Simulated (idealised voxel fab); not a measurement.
This section sets out a process module, namely voxel air gaps.
FYI the section here is cut, 210 nm wide, cells are 5 nm squares.
Throughout this document, each cross-section is represented as a grid of square cells and is presented as a sequence of bands enumerated from the top downward, where a band comprises one or more rows of cells. Basically the band line says how high the top is and how high the bottom is, in nm, and then what's in it from left to right, every material with its width in nm. Empty space shows up as "empty", and if a single material carries "full width" it runs the full band edge to edge. Heights are expressed relative to 0, this being the level below which the as-received wafer comprises one material exclusively. The lowest band is unbounded in the downward direction and is denoted as in "0 and below". Graded width ("30..40"): value in top row of band = first number; value in bottom row = second number; row-to-row change constant. "no alteration" (step): cross-section cells unchanged, all of them. Reported under the label "Closed internal cavities" are the empty spaces having no open way to the top and comprising 8 cells or more; the notation for each is width x height at distance, in which the distance is measured from the left edge and all three values are in nm. Note: text after step settings on the step line = simulator remark on that step. overlay nm: mask right of planned place by this much (step with mask). Neg. = left.

PROCESS STEPS - PLAN
1: RECEIVE (material Si)
2: CONFORMAL_DEP (material SiO2; thk nm 15)
3: CONFORMAL_DEP (material SiCN; thk nm 5)
4: DIRECTIONAL_DEP (material lowk; thk nm 40)
5: PATTERN (tone open; mask id LINES; material resist; width nm 20; pitch nm 45; thk nm 20; overlay nm 0)
6: DIRECTIONAL_ETCH (etch materials lowk; depth nm 40)
7: STRIP (etch materials resist)
8: CONFORMAL_DEP (material TiN; thk nm 5)
9: FILL_DEP (material W; thk nm 10)
10: CMP (height nm 60)
11: EPI (material Ru; thk nm 10)
12: SELECTIVE_ETCH (etch materials lowk; depth nm 50)
13: CONFORMAL_DEP (material SiCN; thk nm 5)
Don't read the plan's thk nm for step 3 as applying to every wafer: that's the first wafer's value, and the wafers differ in it, though they all start identical.

CROSS-SECTION OF THE FIRST OF SEVERAL WAFERS AS RECEIVED (AFTER STEP 1)
  0 and below  Si full width
  Closed internal cavities: none

FOR YOUR REFERENCE, THE TABLE IS ORGANIZED WITH A ROW PER WAFER; EACH ROW REFLECTS THE WAFER AT THE END OF THE MODULE, INDICATING FOR EACH MATERIAL THE CELLS GAINED (+) OR LOST (-) SINCE RECEIPT, AND THEREAFTER ITS CLOSED VOIDS
thk nm 5, +48 Ru, +160 SiCN, +126 SiO2, +54 TiN, +42 W, Closed internal cavities: 15 x 30 at 75; 15 x 30 at 120
thk nm 10, +48 Ru, +196 SiCN, +126 SiO2, +48 TiN, +36 W, Closed internal cavities: 15 x 25 at 75; 15 x 25 at 120
thk nm 15, +48 Ru, +232 SiCN, +126 SiO2, +42 TiN, +30 W, Closed internal cavities: 15 x 20 at 75; 15 x 20 at 120
thk nm 20, +48 Ru, +268 SiCN, +126 SiO2, +36 TiN, +24 W, Closed internal cavities: 15 x 15 at 75; 15 x 15 at 120
